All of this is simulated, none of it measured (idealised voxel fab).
Process module heading - voxel wiring stack
For reference, the cross-section in this document is cut, with width 240 nm and square cells of 5 nm.
In what follows, cross-sections appear as grids of square cells, described through bands that run from the top down, where every band is one or more rows of cells. Per band: top height and bottom height in nm, followed by the left-to-right materials and their widths in nm; "full width" marks a single material spanning edge to edge, "empty" marks empty space. Note: height 0 marks the level under which the wafer is uniformly one material as received. Lowest band unbounded below, written "0 nm and below". It should be noted that a width expressed as "30->40" varies in equal increments from row to row of cells within the band, taking the value of the first number at the top row and that of the second number at the bottom row. Take "nothing was modified" at face value: in the step it is given for, the cross-section changed in none of its cells. Entry "Sealed internal voids". Content: empty spaces with no open connection to the top, size 8 cells or greater. Each: width x height at distance. Distance: from left edge. Unit: nm. The remark found on a step's line after its settings is issued by the simulator itself and pertains to that step. overlay nm: on a step with a mask, how far right of its planned place the mask lay; negative means left.
STEPS PLANNED FOR THE PROCESS
- 1: RECEIVE, material Si
- 2: CONFORMAL_DEP, material SiO2, thk nm 10
- 3: CONFORMAL_DEP, material SiN, thk nm 5
- 4: DIRECTIONAL_DEP, material lowk, thk nm 15
- 5: MASKED_ETCH, tone open, mask id METAL_1, width nm 30, pitch nm 45, etch materials lowk, depth nm 15, overlay nm 0
- 6: MASKED_ETCH, tone open, mask id METAL_1, width nm 30, pitch nm 45, etch materials SiN, depth nm 5, overlay nm 0
- 7: CONFORMAL_DEP, material TiN, thk nm 5
- 8: FILL_DEP, material Cu, thk nm 5
- 9: CMP, height nm 30
- 10: CONFORMAL_DEP, material SiCN, thk nm 5
- 11: DIRECTIONAL_DEP, material SiO2, thk nm 10
- 12: PATTERN, tone open, mask id PLUG_1, material resist, width nm 15, pitch nm 45, thk nm 20, overlay nm 0
- 13: DIRECTIONAL_ETCH, etch materials SiO2, depth nm 10
- 14: DIRECTIONAL_ETCH, etch materials SiCN, depth nm 5
- 15: STRIP, etch materials resist
- 16: CONFORMAL_DEP, material TiN, thk nm 5
- 17: FILL_DEP, material W, thk nm 5
- 18: CMP, height nm 45
- 19: DIRECTIONAL_DEP, material TiN, thk nm 5
- 20: DIRECTIONAL_DEP, material W, thk nm 15
- 21: PATTERN, tone cover, mask id METAL_2, material resist, width nm 30, pitch nm 45, thk nm 20, overlay nm 0
- 22: DIRECTIONAL_ETCH, etch materials W, depth nm 15
- 23: DIRECTIONAL_ETCH, etch materials TiN, depth nm 5
- 24: STRIP, etch materials resist
- 25: FILL_DEP, material lowk, thk nm 10
- 26: CMP, height nm 65
- 27: CONFORMAL_DEP, material SiCN, thk nm 5
- 28: DIRECTIONAL_DEP, material lowk, thk nm 10
- 29: PATTERN, tone open, mask id PLUG_2, material resist, width nm 15, pitch nm 90, thk nm 15, overlay nm 0
- 30: DIRECTIONAL_ETCH, etch materials lowk, depth nm 10
- 31: DIRECTIONAL_ETCH, etch materials SiCN, depth nm 5
- 32: STRIP, etch materials resist
- 33: EPI, material Ru, thk nm 10
- 34: EPI, material Ru, thk nm 5
- 35: CONFORMAL_DEP, material SiCN, thk nm 5
- 36: DIRECTIONAL_DEP, material SiO2, thk nm 20
- 37: MASKED_ETCH, tone open, mask id METAL_3, width nm 30, pitch nm 45, etch materials SiO2, depth nm 20, overlay nm 0
- 38: MASKED_ETCH, tone open, mask id METAL_3, width nm 30, pitch nm 45, etch materials SiCN, depth nm 5, overlay nm 0
- 39: CONFORMAL_DEP, material TiN, thk nm 5
- 40: FILL_DEP, material Cu, thk nm 10
- 41: CMP, height nm 105
- 42: CONFORMAL_DEP, material SiCN, thk nm 5
- 43: DIRECTIONAL_DEP, material lowk, thk nm 35
- 44: MASKED_ETCH, tone open, mask id METAL_4, width nm 30, pitch nm 45, etch materials lowk, depth nm 20, overlay nm 0
- 45: MASKED_ETCH, tone open, mask id METAL_4_HOLES, width nm 15, pitch nm 45, etch materials lowk, depth nm 15, overlay nm 0
- 46: MASKED_ETCH, tone open, mask id METAL_4_HOLES, width nm 15, pitch nm 45, etch materials SiCN, depth nm 5, overlay nm 0
- 47: CONFORMAL_DEP, material TiN, thk nm 5
- 48: FILL_DEP, material Cu, thk nm 5
- 49: CMP, height nm 145
- 50: CONFORMAL_DEP, material SiN, thk nm 5
INCOMING WAFER IN CROSS-SECTION (STATE: AFTER STEP 1)
    0 nm and below | Si full width
    Sealed internal voids: none
STARTING WAFER: ABOVE. PLAN: ABOVE. RUN: ONE MISTAKE. CROSS-SECTION AFTER THE MODULE: BELOW
    150 nm to 145 nm | SiN full width
    145 nm to 130 nm | lowk (60)  TiN (5)  Cu (20)  TiN (5)  lowk (15)  TiN (5)  Cu (20)  TiN (5)  lowk (15)  TiN (5)  Cu (20)  TiN (5)  lowk (60)
    130 nm to 125 nm | lowk (60)  TiN (5)  Cu (5)  TiN (20)  lowk (15)  TiN (5)  Cu (5)  TiN (20)  lowk (15)  TiN (5)  Cu (5)  TiN (20)  lowk (60)
    125 nm to 110 nm | lowk (60)  TiN (5)  Cu (5)  TiN (5)  lowk (30)  TiN (5)  Cu (5)  TiN (5)  lowk (30)  TiN (5)  Cu (5)  TiN (5)  lowk (75)
    110 nm to 105 nm | SiCN (60)  TiN (15)  SiCN (30)  TiN (15)  SiCN (30)  TiN (15)  SiCN (75)
    105 nm to 85 nm | SiO2 (60)  TiN (5)  Cu (20)  TiN (5)  SiO2 (15)  TiN (5)  Cu (20)  TiN (5)  SiO2 (15)  TiN (5)  Cu (20)  TiN (5)  SiO2 (60)
    85 nm to 80 nm | SiCN (60)  TiN (30)  SiCN (15)  TiN (30)  SiCN (15)  TiN (30)  SiCN (60)
    80 nm to 70 nm | lowk (60)  Ru (15)  lowk (75)  Ru (15)  lowk (75)
    70 nm to 65 nm | SiCN (60)  Ru (15)  SiCN (75)  Ru (15)  SiCN (75)
    65 nm to 50 nm | lowk (60)  W (30)  lowk (15)  W (30)  lowk (15)  W (30)  lowk (60)
    50 nm to 45 nm | lowk (60)  TiN (30)  lowk (15)  TiN (30)  lowk (15)  TiN (30)  lowk (60)
    45 nm to 35 nm | W full width
    35 nm to 30 nm | SiCN full width
    30 nm to 15 nm | lowk (60)  TiN (5)  Cu (20)  TiN (5)  lowk (15)  TiN (5)  Cu (20)  TiN (5)  lowk (15)  TiN (5)  Cu (20)  TiN (5)  lowk (60)
    15 nm to 10 nm | SiN (60)  TiN (30)  SiN (15)  TiN (30)  SiN (15)  TiN (30)  SiN (60)
    10 nm to 0 nm | SiO2 full width
    0 nm and below | Si full width
    Sealed internal voids: none
Diagnosis: step 11 was run on a setting that differed from the plan, and what really ran there is DIRECTIONAL_DEP, material W, thk nm 10
